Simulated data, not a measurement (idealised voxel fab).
process module | voxel transistor to metal
cross-section cut | 195 nm wide | cells 5 nm
A cross-section is a grid of square cells, given in bands from the top down. A band is one or more rows of cells.
Each band's line starts with the height of the band's top and of its bottom, in nm. Then come its materials from left to right, each with its width in nm. One material with "throughout" fills the band from edge to edge. "air" is empty space.
Height 0 is the level under which the wafer as received is all one material. The lowest band goes on downwards, as in "0 down".
A width such as "30 to 40" changes by the same amount from each row of cells to the next, from the band's top row to its bottom row.
"no change" after a step means that no cell of the cross-section changed.
closed voids: empty space of 8 cells or more with no open way to the top, each as width x height at its distance from the left edge, in nm
after a step's settings: what the simulator itself notes on the step
overlay nm, on a step with a mask: how far to the right of its planned place the mask lay; to the left if negative
plan
1 op RECEIVE | material Si
2 op CONFORMAL_DEP | material SiO2 | thk nm 5
3 op CONFORMAL_DEP | material SiN | thk nm 15
4 op DIRECTIONAL_DEP | material aC | thk nm 15
5 op PATTERN | tone cover | mask id ACTIVE | material resist | width nm 95 | thk nm 30 | overlay nm 0
6 op DIRECTIONAL_ETCH | etch materials aC | depth nm 15
7 op STRIP | etch materials resist
8 op DIRECTIONAL_ETCH | etch materials SiN | depth nm 15
9 op DIRECTIONAL_ETCH | etch materials SiO2 | depth nm 5
10 op DIRECTIONAL_ETCH | etch materials Si | depth nm 25
11 op STRIP | etch materials aC
12 op OXIDIZE | depth nm 5
13 op FILL_DEP | material SiO2 | thk nm 10
14 op CMP | height nm 20
15 op SELECTIVE_ETCH | etch materials SiO2 | depth nm 15
16 op STRIP | etch materials SiN
17 op SELECTIVE_ETCH | etch materials SiO2 | depth nm 5
18 op OXIDIZE | depth nm 5
19 op DIRECTIONAL_DEP | material polySi | thk nm 30
20 op DIRECTIONAL_DEP | material SiCN | thk nm 10
21 op MASKED_ETCH | tone cover | mask id GATE | width nm 25 | etch materials SiCN | depth nm 20 | overlay nm 0
22 op MASKED_ETCH | tone cover | mask id GATE | width nm 15 | etch materials polySi | depth nm 40 | overlay nm 0
23 op CONFORMAL_DEP | material SiO2 | thk nm 5
24 op DIRECTIONAL_ETCH | etch materials SiO2 | depth nm 5
25 op CONFORMAL_DEP | material SiN | thk nm 10
26 op DIRECTIONAL_ETCH | etch materials SiN | depth nm 10
27 op DIRECTIONAL_ETCH | etch materials SiO2 | depth nm 5
28 op DIRECTIONAL_ETCH | etch materials Si | depth nm 10
29 op EPI | material SiGe | thk nm 10
30 op FILL_DEP | material SiO2 | thk nm 5
31 op CMP | height nm 40
32 op DIRECTIONAL_DEP | material SiO2 | thk nm 15
33 op DIRECTIONAL_DEP | material aC | thk nm 10
34 op PATTERN | tone open | mask id CONTACT | material resist | width nm 15 | pitch nm 70 | thk nm 25 | overlay nm 0
35 op DIRECTIONAL_ETCH | etch materials aC | depth nm 10
36 op STRIP | etch materials resist
37 op DIRECTIONAL_ETCH | etch materials SiO2 | depth nm 60
38 op STRIP | etch materials aC
39 op CONFORMAL_DEP | material TiN | thk nm 5
40 op FILL_DEP | material Ru | thk nm 5
41 op CMP | height nm 55
42 op CONFORMAL_DEP | material SiN | thk nm 5
43 op DIRECTIONAL_DEP | material lowk | thk nm 20
44 op PATTERN | tone open | mask id METAL_1 | material resist | width nm 15 | pitch nm 70 | thk nm 20 | overlay nm 0
45 op DIRECTIONAL_ETCH | etch materials lowk | depth nm 20
46 op DIRECTIONAL_ETCH | etch materials SiN | depth nm 5
47 op STRIP | etch materials resist
48 op CONFORMAL_DEP | material TiN | thk nm 5
49 op FILL_DEP | material W | thk nm 10
50 op CMP | height nm 80
51 op CONFORMAL_DEP | material SiCN | thk nm 5
52 op DIRECTIONAL_DEP | material lowk | thk nm 35
53 op PATTERN | tone open | mask id METAL_2 | material resist | width nm 15 | pitch nm 70 | thk nm 15 | overlay nm 0
54 op DIRECTIONAL_ETCH | etch materials lowk | depth nm 20
55 op STRIP | etch materials resist
56 op PATTERN | tone open | mask id METAL_2_HOLES | material resist | width nm 15 | pitch nm 70 | thk nm 20 | overlay nm 0
57 op DIRECTIONAL_ETCH | etch materials lowk | depth nm 15
58 op DIRECTIONAL_ETCH | etch materials SiCN | depth nm 5
59 op STRIP | etch materials resist
60 op CONFORMAL_DEP | material TiN | thk nm 5
61 op FILL_DEP | material Cu | thk nm 5
62 op CMP | height nm 120
63 op CONFORMAL_DEP | material SiCN | thk nm 5
varied across the wafers: width nm of step 22. The plan shows the first wafer's value. All wafers start alike
first wafer as received, after step 1
  0 down: Si throughout
  closed voids: none
first wafer at the end, after step 63
  125 to 120: SiCN throughout
  120 to 85: lowk 55 | TiN 5 | Cu 5 | TiN 5 | lowk 55 | TiN 5 | Cu 5 | TiN 5 | lowk 55
  85 to 80: SiCN 55 | TiN 15 | SiCN 55 | TiN 15 | SiCN 55
  80 to 60: lowk 55 | TiN 5 | W 5 | TiN 5 | lowk 55 | TiN 5 | W 5 | TiN 5 | lowk 55
  60 to 55: SiN 55 | TiN 15 | SiN 55 | TiN 15 | SiN 55
  55 to 40: SiO2 55 | TiN 5 | Ru 5 | TiN 5 | SiO2 55 | TiN 5 | Ru 5 | TiN 5 | SiO2 55
  40 to 30: SiO2 55 | TiN 5 | Ru 5 | TiN 5 | SiN 10 | SiO2 5 | SiCN 25 | SiO2 5 | SiN 10 | TiN 5 | Ru 5 | TiN 5 | SiO2 55
  30 to 10: SiO2 55 | TiN 5 | Ru 5 | TiN 5 | SiN 10 | SiO2 5 | polySi 25 | SiO2 5 | SiN 10 | TiN 5 | Ru 5 | TiN 5 | SiO2 55
  10 to 5: SiO2 55 | TiN 15 | SiN 10 | SiO2 5 | polySi 25 | SiO2 5 | SiN 10 | TiN 15 | SiO2 55
  5 to 0: SiO2 55 | TiN 5 | SiGe 10 | SiN 10 | SiO2 5 | polySi 25 | SiO2 5 | SiN 10 | SiGe 10 | TiN 5 | SiO2 55
  0 to -5: SiO2 55 | TiN 5 | SiGe 10 | SiO2 55 | SiGe 10 | TiN 5 | SiO2 55
  -5 to -15: SiO2 55 | SiGe 15 | Si 55 | SiGe 15 | SiO2 55
  -15 to -30: SiO2 55 | Si 85 | SiO2 55
  -30 down: Si throughout
  closed voids: none
last wafer at the end
  125 to 120: SiCN throughout
  120 to 85: lowk 55 | TiN 5 | Cu 5 | TiN 5 | lowk 55 | TiN 5 | Cu 5 | TiN 5 | lowk 55
  85 to 80: SiCN 55 | TiN 15 | SiCN 55 | TiN 15 | SiCN 55
  80 to 60: lowk 55 | TiN 5 | W 5 | TiN 5 | lowk 55 | TiN 5 | W 5 | TiN 5 | lowk 55
  60 to 55: SiN 55 | TiN 15 | SiN 55 | TiN 15 | SiN 55
  55 to 40: SiO2 55 | TiN 5 | Ru 5 | TiN 5 | SiO2 55 | TiN 5 | Ru 5 | TiN 5 | SiO2 55
  40 to 35: SiO2 55 | TiN 5 | Ru 5 | TiN 5 | SiN 10 | SiO2 5 | SiCN 25 | SiO2 5 | SiN 10 | TiN 5 | Ru 5 | TiN 5 | SiO2 55
  35 to 30: SiO2 55 | TiN 15 | SiN 10 | SiO2 5 | SiCN 25 | SiO2 5 | SiN 10 | TiN 15 | SiO2 55
  30 to 5: SiO2 55 | TiN 10 | SiN 10 | SiO2 5 | polySi 40 | SiO2 5 | SiN 10 | TiN 5 | SiO2 55
  5 to 0: SiO2 55 | SiGe 10 | SiN 10 | SiO2 5 | polySi 40 | SiO2 5 | SiN 10 | SiGe 10 | SiO2 50
  0 to -5: SiO2 55 | SiGe 10 | SiO2 70 | SiGe 10 | SiO2 50
  -5 to -15: SiO2 55 | SiGe 10 | Si 70 | SiGe 5 | SiO2 55
  -15 to -30: SiO2 55 | Si 85 | SiO2 55
  -30 down: Si throughout
  closed voids: none
each wafer at the end: cells of each material gained (+) or lost (-) since it was received, then its closed voids
width nm 15 | +14 Cu | +18 Ru | -161 Si | +82 SiCN | +20 SiGe | +65 SiN | +434 SiO2 | +102 TiN | +8 W | +363 lowk | +30 polySi | closed voids: none
width nm 20 | +14 Cu | +18 Ru | -161 Si | +82 SiCN | +20 SiGe | +65 SiN | +434 SiO2 | +102 TiN | +8 W | +363 lowk | +30 polySi | closed voids: none
width nm 25 | +14 Cu | +18 Ru | -161 Si | +82 SiCN | +20 SiGe | +65 SiN | +434 SiO2 | +102 TiN | +8 W | +363 lowk | +30 polySi | closed voids: none
width nm 30 | +14 Cu | +13 Ru | -159 Si | +82 SiCN | +18 SiGe | +65 SiN | +435 SiO2 | +100 TiN | +8 W | +363 lowk | +36 polySi | closed voids: none
width nm 35 | +14 Cu | +8 Ru | -157 Si | +82 SiCN | +16 SiGe | +65 SiN | +436 SiO2 | +98 TiN | +8 W | +363 lowk | +42 polySi | closed voids: none
width nm 40 | +14 Cu | +8 Ru | -155 Si | +82 SiCN | +14 SiGe | +65 SiN | +435 SiO2 | +93 TiN | +8 W | +363 lowk | +48 polySi | closed voids: none
